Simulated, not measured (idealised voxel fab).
You're looking at the process module voxel trench capacitor.
The cross-section shown here is cut; it is 245 nm wide and divided into square cells measuring 5 nm on a side.
Format of a cross-section: grid, square cells. Given as bands. Order: top down. Band: one or more rows of cells. In this notation a band is specified by the heights of its top and bottom, in that order and in nm, after which its materials appear from left to right, each paired with its width in nm. The word "everywhere" attached to a single material means that material fills the band from edge to edge; the word "blank" stands for empty space. Counting heights begins at 0, where everything beneath is, in the wafer as received, one material. The lowest band has no bottom; it goes on downwards, as "0 nm and below" shows. Quick explanation for "30->40": the width changes in equal steps down the rows of cells, from the first number in the band's top row to the second number in its bottom row. What does "remained unchanged" mean for a step? It means no cell of the cross-section changed in that step. Listed in "Enclosed void inventory": every empty space of 8 or more cells without an open way to the top. Form: width x height at distance, the distance being from the left edge, all in nm. On each step's line, the part that comes after the settings is the simulator's own comment on the step. overlay nm: how far to the right of its planned place the mask lay on this masked step (negative: to the left).

Here's what the planned process steps look like:
- 1: RECEIVE (material Si)
- 2: CONFORMAL_DEP (material SiN; thk nm 5)
- 3: DIRECTIONAL_DEP (material aC; thk nm 10)
- 4: PATTERN (tone open; mask id TRENCH; material resist; width nm 25; pitch nm 40; thk nm 25; overlay nm 0)
- 5: DIRECTIONAL_ETCH (etch materials aC; depth nm 10)
- 6: STRIP (etch materials resist)
- 7: DIRECTIONAL_ETCH (etch materials SiN; depth nm 5)
- 8: DIRECTIONAL_ETCH (etch materials Si; depth nm 30)
- 9: STRIP (etch materials aC)
- 10: CONFORMAL_DEP (material HfO2; thk nm 5)
- 11: CONFORMAL_DEP (material TiN; thk nm 5)
- 12: FILL_DEP (material W; thk nm 5)
- 13: CMP (height nm 5)

as received, after step 1:
0 nm and below  Si everywhere
Enclosed void inventory: none

Starting wafer: above. Plan: above. Run: one mistake. Cross-section after the module: below:
5 nm to 0 nm  SiN: 75, then HfO2: 5, then TiN: 5, then HfO2: 5, then SiN: 25, then HfO2: 5, then TiN: 5, then HfO2: 5, then SiN: 25, then HfO2: 5, then TiN: 5, then HfO2: 5, then SiN: 75
0 nm to -25 nm  Si: 75, then HfO2: 5, then TiN: 5, then HfO2: 5, then Si: 25, then HfO2: 5, then TiN: 5, then HfO2: 5, then Si: 25, then HfO2: 5, then TiN: 5, then HfO2: 5, then Si: 75
-25 nm to -30 nm  Si: 75, then HfO2: 15, then Si: 25, then HfO2: 15, then Si: 25, then HfO2: 15, then Si: 75
-30 nm and below  Si everywhere
Enclosed void inventory: none
Short version of what went wrong: planned and actual differ for step 4; actual: PATTERN (tone open; mask id TRENCH; material resist; width nm 15; pitch nm 40; thk nm 25; overlay nm 0)
